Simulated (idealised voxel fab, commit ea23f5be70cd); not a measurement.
process module | voxel wiring stack
We display cut, a cross-section 230 nm in width whose square cells are each 5 nm.
This document writes a cross-section as a grid whose cells are square, and gives it as bands, listed from the top down; one or more rows of cells form a band.
Basically the band line says how high the top is and how high the bottom is, in nm, and then what's in it from left to right, every material with its width in nm. Empty space shows up as "blank", and if a single material carries "edge to edge" it runs the full band edge to edge.
Heights from 0 (as-received wafer is one material below). Bottom band endless downward, as "top 0, no bottom".
The two numbers in a width such as "30 to 40" mark its ends across the band: the first belongs to the top row of cells, the second to the bottom row, and from each row to the next the width moves by the same amount.
"remained unchanged", as given for a step, is the statement that not any cell of the cross-section underwent a change during that step.
"Sealed void listing" means: voids of 8 cells or more that are shut off from the top with no open way through. Written width x height at distance, distance from the left edge, in nm.
Text after the settings on a step's line: the simulator's own remark on that step.
overlay nm: where the mask lay relative to plan, measured to the right, on steps with a mask; negatives go left.

Planned step list for the process
- 1: op RECEIVE | material Si
- 2: op CONFORMAL_DEP | material SiO2 | thk nm 10
- 3: op CONFORMAL_DEP | material SiCN | thk nm 5
- 4: op DIRECTIONAL_DEP | material SiO2 | thk nm 15
- 5: op MASKED_ETCH | tone open | mask id METAL_1 | width nm 20 | pitch nm 35 | etch materials SiO2 | depth nm 15 | overlay nm 0
- 6: op MASKED_ETCH | tone open | mask id METAL_1 | width nm 20 | pitch nm 35 | etch materials SiCN | depth nm 5 | overlay nm 0
- 7: op CONFORMAL_DEP | material TiN | thk nm 5
- 8: op FILL_DEP | material W | thk nm 5
- 9: op CMP | height nm 30
- 10: op EPI | material Ru | thk nm 5
- 11: op FILL_DEP | material SiCN | thk nm 5
- 12: op DIRECTIONAL_DEP | material lowk | thk nm 20
- 13: op MASKED_ETCH | tone open | mask id PLUG_1 | width nm 15 | pitch nm 35 | etch materials lowk | depth nm 20 | overlay nm 0
- 14: op MASKED_ETCH | tone open | mask id PLUG_1 | width nm 15 | pitch nm 35 | etch materials SiCN | depth nm 5 | overlay nm 0
- 15: op CONFORMAL_DEP | material TiN | thk nm 5
- 16: op FILL_DEP | material Cu | thk nm 10
- 17: op CMP | height nm 60
- 18: op DIRECTIONAL_DEP | material TiN | thk nm 5
- 19: op DIRECTIONAL_DEP | material W | thk nm 20
- 20: op PATTERN | tone cover | mask id METAL_2 | material resist | width nm 20 | pitch nm 35 | thk nm 15 | overlay nm 0
- 21: op DIRECTIONAL_ETCH | etch materials W | depth nm 20
- 22: op DIRECTIONAL_ETCH | etch materials TiN | depth nm 5
- 23: op STRIP | etch materials resist
- 24: op FILL_DEP | material lowk | thk nm 10
- 25: op CMP | height nm 85
- 26: op CONFORMAL_DEP | material SiCN | thk nm 5
- 27: op DIRECTIONAL_DEP | material SiO2 | thk nm 30
- 28: op DIRECTIONAL_DEP | material aC | thk nm 10
- 29: op PATTERN | tone open | mask id METAL_3_HOLES | material resist | width nm 15 | pitch nm 70 | thk nm 25 | overlay nm 0
- 30: op DIRECTIONAL_ETCH | etch materials aC | depth nm 10
- 31: op STRIP | etch materials resist
- 32: op DIRECTIONAL_ETCH | etch materials SiO2 | depth nm 30
- 33: op STRIP | etch materials aC
- 34: op PATTERN | tone open | mask id METAL_3 | material resist | width nm 20 | pitch nm 35 | thk nm 20 | overlay nm 0
- 35: op DIRECTIONAL_ETCH | etch materials SiO2 | depth nm 15
- 36: op DIRECTIONAL_ETCH | etch materials SiCN | depth nm 5
- 37: op STRIP | etch materials resist
- 38: op CONFORMAL_DEP | material TiN | thk nm 5
- 39: op FILL_DEP | material Cu | thk nm 5
- 40: op CMP | height nm 120
- 41: op CONFORMAL_DEP | material SiCN | thk nm 5

Step 1 complete: cross-section of the wafer as received
	top 0, no bottom = Si edge to edge
	Sealed void listing: none

The module was run from the start shown above using the plan shown above, but one mistake was made doing it; the resulting wafer cross-section is below
	top 125, bottom 120 = SiCN edge to edge
	top 120, bottom 90 = 50 of SiO2 | 5 of TiN | 10 of Cu | 5 of TiN | 15 of SiO2 | 5 of TiN | 10 of Cu | 5 of TiN | 15 of SiO2 | 5 of TiN | 10 of Cu | 5 of TiN | 15 of SiO2 | 5 of TiN | 10 of Cu | 5 of TiN | 55 of SiO2
	top 90, bottom 85 = 50 of SiCN | 20 of TiN | 15 of SiCN | 20 of TiN | 15 of SiCN | 20 of TiN | 15 of SiCN | 20 of TiN | 55 of SiCN
	top 85, bottom 65 = 50 of lowk | 20 of W | 15 of lowk | 20 of W | 15 of lowk | 20 of W | 15 of lowk | 20 of W | 55 of lowk
	top 65, bottom 60 = 50 of lowk | 20 of TiN | 15 of lowk | 20 of TiN | 15 of lowk | 20 of TiN | 15 of lowk | 20 of TiN | 55 of lowk
	top 60, bottom 40 = 50 of lowk | 5 of TiN | 5 of Cu | 5 of TiN | 20 of lowk | 5 of TiN | 5 of Cu | 5 of TiN | 20 of lowk | 5 of TiN | 5 of Cu | 5 of TiN | 20 of lowk | 5 of TiN | 5 of Cu | 5 of TiN | 60 of lowk
	top 40, bottom 35 = 50 of SiCN | 15 of TiN | 20 of SiCN | 15 of TiN | 20 of SiCN | 15 of TiN | 20 of SiCN | 15 of TiN | 60 of SiCN
	top 35, bottom 30 = 45 of SiCN | 30 of Ru | 5 of SiCN | 30 of Ru | 5 of SiCN | 30 of Ru | 5 of SiCN | 30 of Ru | 50 of SiCN
	top 30, bottom 15 = 50 of SiO2 | 5 of TiN | 10 of W | 5 of TiN | 15 of SiO2 | 5 of TiN | 10 of W | 5 of TiN | 15 of SiO2 | 5 of TiN | 10 of W | 5 of TiN | 15 of SiO2 | 5 of TiN | 10 of W | 5 of TiN | 55 of SiO2
	top 15, bottom 10 = 50 of SiCN | 20 of TiN | 15 of SiCN | 20 of TiN | 15 of SiCN | 20 of TiN | 15 of SiCN | 20 of TiN | 55 of SiCN
	top 10, bottom 0 = SiO2 edge to edge
	top 0, no bottom = Si edge to edge
	Sealed void listing: none
Want to know what went wrong? in the plan, step 35 was performed twice
